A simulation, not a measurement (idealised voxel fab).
Process module heading - voxel trench capacitor
The cross-section on display is named cut; it measures 190 nm wide, and its cells are 5 nm squares.
A cross-section in this document is a grid of square cells, and it is written down as bands, the top band listed before the ones below it; a band is made up of one or more rows of cells.
Per band: top height and bottom height in nm, followed by the left-to-right materials and their widths in nm; "full width" marks a single material spanning edge to edge, "empty" marks empty space.
Heights are expressed relative to 0, this being the level below which the as-received wafer comprises one material exclusively. The lowest band is unbounded in the downward direction and is denoted as in "z 0 and below".
Top row gets the first number, bottom row gets the second, and each row in between changes by the same step: that is how a band width like "30..40" works.
You'll sometimes find "same as before" written for a step, and that's the way of saying that nowhere in the cross-section did a cell change during that step.
This entry, "Listed closed voids", enumerates those empty regions of no fewer than 8 cells that possess no open connection to the top. Each region is reported in the form width x height at distance, the distance being taken from the left edge, with all three quantities expressed in nm.
What comes after the settings on a step's line is commentary from the simulator itself on that step.
"overlay nm" denotes, for a step that has a mask, the displacement of the mask to the right of its planned place, with negative values corresponding to the left.
### Steps planned for the process
1 op RECEIVE | material Si
2 op CONFORMAL_DEP | material SiN | thk nm 5
3 op DIRECTIONAL_DEP | material aC | thk nm 15
4 op PATTERN | tone open | mask id TRENCH | material resist | width nm 25 | pitch nm 40 | thk nm 35 | overlay nm 0
5 op DIRECTIONAL_ETCH | etch materials aC | depth nm 15
6 op STRIP | etch materials resist
7 op DIRECTIONAL_ETCH | etch materials SiN | depth nm 5
8 op DIRECTIONAL_ETCH | etch materials Si | depth nm 30
9 op STRIP | etch materials aC
10 op CONFORMAL_DEP | material HfO2 | thk nm 5
11 op CONFORMAL_DEP | material TiN | thk nm 5
12 op FILL_DEP | material W | thk nm 10
13 op CMP | height nm 5
### First wafer, two in total, run as planned
### So this is the incoming wafer in cross-section - it's already been through step 1
- z 0 and below = Si full width
- Listed closed voids: none
### Cross-section: wafer state after step 2
- z 5 to 0 = SiN full width
- Unchanged below 0.
### Cross-section: wafer state after step 3
- z 20 to 5 = aC full width
- Unchanged below 5.
### Cross-section: wafer state after step 4
- z 55 to 20 = 60 nm resist, 25 nm empty, 15 nm resist, 25 nm empty, 65 nm resist
- Unchanged below 20.
### Cross-section: wafer state after step 5
- z 40 to 20 = 60 nm resist, 25 nm empty, 15 nm resist, 25 nm empty, 65 nm resist
- z 20 to 5 = 60 nm aC, 25 nm empty, 15 nm aC, 25 nm empty, 65 nm aC
- Unchanged below 5.
### Cross-section: wafer state after step 6
- z 20 to 5 = 60 nm aC, 25 nm empty, 15 nm aC, 25 nm empty, 65 nm aC
- Unchanged below 5.
### Cross-section: wafer state after step 7
- z 20 to 5 = 60 nm aC, 25 nm empty, 15 nm aC, 25 nm empty, 65 nm aC
- z 5 to 0 = 60 nm SiN, 25 nm empty, 15 nm SiN, 25 nm empty, 65 nm SiN
- Unchanged below 0.
### Cross-section: wafer state after step 8
- z 20 to 5 = 60 nm aC, 25 nm empty, 15 nm aC, 25 nm empty, 65 nm aC
- z 5 to 0 = 60 nm SiN, 25 nm empty, 15 nm SiN, 25 nm empty, 65 nm SiN
- z 0 to -30 = 60 nm Si, 25 nm empty, 15 nm Si, 25 nm empty, 65 nm Si
- Unchanged below -30.
### Cross-section: wafer state after step 9
- z 5 to 0 = 60 nm SiN, 25 nm empty, 15 nm SiN, 25 nm empty, 65 nm SiN
- Unchanged below 0.
### Cross-section: wafer state after step 10
- z 10 to 5 = 65 nm HfO2, 15 nm empty, 25 nm HfO2, 15 nm empty, 70 nm HfO2
- z 5 to 0 = 60 nm SiN, 5 nm HfO2, 15 nm empty, 5 nm HfO2, 15 nm SiN, 5 nm HfO2, 15 nm empty, 5 nm HfO2, 65 nm SiN
- z 0 to -25 = 60 nm Si, 5 nm HfO2, 15 nm empty, 5 nm HfO2, 15 nm Si, 5 nm HfO2, 15 nm empty, 5 nm HfO2, 65 nm Si
- z -25 to -30 = 60 nm Si, 25 nm HfO2, 15 nm Si, 25 nm HfO2, 65 nm Si
- Unchanged below -30.
### Cross-section: wafer state after step 11
- z 15 to 10 = 70 nm TiN, 5 nm empty, 35 nm TiN, 5 nm empty, 75 nm TiN
- z 10 to 5 = 65 nm HfO2, 5 nm TiN, 5 nm empty, 5 nm TiN, 25 nm HfO2, 5 nm TiN, 5 nm empty, 5 nm TiN, 70 nm HfO2
- z 5 to 0 = 60 nm SiN, 5 nm HfO2, 5 nm TiN, 5 nm empty, 5 nm TiN, 5 nm HfO2, 15 nm SiN, 5 nm HfO2, 5 nm TiN, 5 nm empty, 5 nm TiN, 5 nm HfO2, 65 nm SiN
- z 0 to -20 = 60 nm Si, 5 nm HfO2, 5 nm TiN, 5 nm empty, 5 nm TiN, 5 nm HfO2, 15 nm Si, 5 nm HfO2, 5 nm TiN, 5 nm empty, 5 nm TiN, 5 nm HfO2, 65 nm Si
- z -20 to -25 = 60 nm Si, 5 nm HfO2, 15 nm TiN, 5 nm HfO2, 15 nm Si, 5 nm HfO2, 15 nm TiN, 5 nm HfO2, 65 nm Si
- Unchanged below -25.
### Cross-section: wafer state after step 12
- z 25 to 15 = W full width
- z 15 to 10 = 70 nm TiN, 5 nm W, 35 nm TiN, 5 nm W, 75 nm TiN
- z 10 to 5 = 65 nm HfO2, 5 nm TiN, 5 nm W, 5 nm TiN, 25 nm HfO2, 5 nm TiN, 5 nm W, 5 nm TiN, 70 nm HfO2
- z 5 to 0 = 60 nm SiN, 5 nm HfO2, 5 nm TiN, 5 nm W, 5 nm TiN, 5 nm HfO2, 15 nm SiN, 5 nm HfO2, 5 nm TiN, 5 nm W, 5 nm TiN, 5 nm HfO2, 65 nm SiN
- z 0 to -20 = 60 nm Si, 5 nm HfO2, 5 nm TiN, 5 nm W, 5 nm TiN, 5 nm HfO2, 15 nm Si, 5 nm HfO2, 5 nm TiN, 5 nm W, 5 nm TiN, 5 nm HfO2, 65 nm Si
- Unchanged below -20.
### Cross-section: wafer state after step 13
- z 5 to 0 = 60 nm SiN, 5 nm HfO2, 5 nm TiN, 5 nm W, 5 nm TiN, 5 nm HfO2, 15 nm SiN, 5 nm HfO2, 5 nm TiN, 5 nm W, 5 nm TiN, 5 nm HfO2, 65 nm SiN
- Unchanged below 0.
### Second Wafer (Identical Start and Plan, One Processing Error; Matches First Wafer Through Step 3)
### At the planned end of step 4, the second wafer in cross-section
- z 55 to 20 = 65 nm resist, 25 nm empty, 15 nm resist, 25 nm empty, 60 nm resist
- Unchanged below 20.
### At the planned end of step 5, the second wafer in cross-section
- z 40 to 20 = 65 nm resist, 25 nm empty, 15 nm resist, 25 nm empty, 60 nm resist
- z 20 to 5 = 65 nm aC, 25 nm empty, 15 nm aC, 25 nm empty, 60 nm aC
- Unchanged below 5.
### At the planned end of step 6, the second wafer in cross-section
- z 20 to 5 = 65 nm aC, 25 nm empty, 15 nm aC, 25 nm empty, 60 nm aC
- Unchanged below 5.
### At the planned end of step 7, the second wafer in cross-section
- z 20 to 5 = 65 nm aC, 25 nm empty, 15 nm aC, 25 nm empty, 60 nm aC
- z 5 to 0 = 65 nm SiN, 25 nm empty, 15 nm SiN, 25 nm empty, 60 nm SiN
- Unchanged below 0.
### At the planned end of step 8, the second wafer in cross-section
- z 20 to 5 = 65 nm aC, 25 nm empty, 15 nm aC, 25 nm empty, 60 nm aC
- z 5 to 0 = 65 nm SiN, 25 nm empty, 15 nm SiN, 25 nm empty, 60 nm SiN
- z 0 to -30 = 65 nm Si, 25 nm empty, 15 nm Si, 25 nm empty, 60 nm Si
- Unchanged below -30.
### At the planned end of step 9, the second wafer in cross-section
- z 5 to 0 = 65 nm SiN, 25 nm empty, 15 nm SiN, 25 nm empty, 60 nm SiN
- Unchanged below 0.
### At the planned end of step 10, the second wafer in cross-section
- z 10 to 5 = 70 nm HfO2, 15 nm empty, 25 nm HfO2, 15 nm empty, 65 nm HfO2
- z 5 to 0 = 65 nm SiN, 5 nm HfO2, 15 nm empty, 5 nm HfO2, 15 nm SiN, 5 nm HfO2, 15 nm empty, 5 nm HfO2, 60 nm SiN
- z 0 to -25 = 65 nm Si, 5 nm HfO2, 15 nm empty, 5 nm HfO2, 15 nm Si, 5 nm HfO2, 15 nm empty, 5 nm HfO2, 60 nm Si
- z -25 to -30 = 65 nm Si, 25 nm HfO2, 15 nm Si, 25 nm HfO2, 60 nm Si
- Unchanged below -30.
### At the planned end of step 11, the second wafer in cross-section
- z 15 to 10 = 75 nm TiN, 5 nm empty, 35 nm TiN, 5 nm empty, 70 nm TiN
- z 10 to 5 = 70 nm HfO2, 5 nm TiN, 5 nm empty, 5 nm TiN, 25 nm HfO2, 5 nm TiN, 5 nm empty, 5 nm TiN, 65 nm HfO2
- z 5 to 0 = 65 nm SiN, 5 nm HfO2, 5 nm TiN, 5 nm empty, 5 nm TiN, 5 nm HfO2, 15 nm SiN, 5 nm HfO2, 5 nm TiN, 5 nm empty, 5 nm TiN, 5 nm HfO2, 60 nm SiN
- z 0 to -20 = 65 nm Si, 5 nm HfO2, 5 nm TiN, 5 nm empty, 5 nm TiN, 5 nm HfO2, 15 nm Si, 5 nm HfO2, 5 nm TiN, 5 nm empty, 5 nm TiN, 5 nm HfO2, 60 nm Si
- z -20 to -25 = 65 nm Si, 5 nm HfO2, 15 nm TiN, 5 nm HfO2, 15 nm Si, 5 nm HfO2, 15 nm TiN, 5 nm HfO2, 60 nm Si
- Unchanged below -25.
### At the planned end of step 12, the second wafer in cross-section
- z 25 to 15 = W full width
- z 15 to 10 = 75 nm TiN, 5 nm W, 35 nm TiN, 5 nm W, 70 nm TiN
- z 10 to 5 = 70 nm HfO2, 5 nm TiN, 5 nm W, 5 nm TiN, 25 nm HfO2, 5 nm TiN, 5 nm W, 5 nm TiN, 65 nm HfO2
- z 5 to 0 = 65 nm SiN, 5 nm HfO2, 5 nm TiN, 5 nm W, 5 nm TiN, 5 nm HfO2, 15 nm SiN, 5 nm HfO2, 5 nm TiN, 5 nm W, 5 nm TiN, 5 nm HfO2, 60 nm SiN
- z 0 to -20 = 65 nm Si, 5 nm HfO2, 5 nm TiN, 5 nm W, 5 nm TiN, 5 nm HfO2, 15 nm Si, 5 nm HfO2, 5 nm TiN, 5 nm W, 5 nm TiN, 5 nm HfO2, 60 nm Si
- Unchanged below -20.
### At the planned end of step 13, the second wafer in cross-section
- z 5 to 0 = 65 nm SiN, 5 nm HfO2, 5 nm TiN, 5 nm W, 5 nm TiN, 5 nm HfO2, 15 nm SiN, 5 nm HfO2, 5 nm TiN, 5 nm W, 5 nm TiN, 5 nm HfO2, 60 nm SiN
- Unchanged below 0.
Diagnosis: step 4 ran with different settings than intended, the actual operation and settings being op PATTERN | tone open | mask id TRENCH | material resist | width nm 25 | pitch nm 40 | thk nm 35 | overlay nm 5
Both wafers, final: cells per material equal; arrangement not.
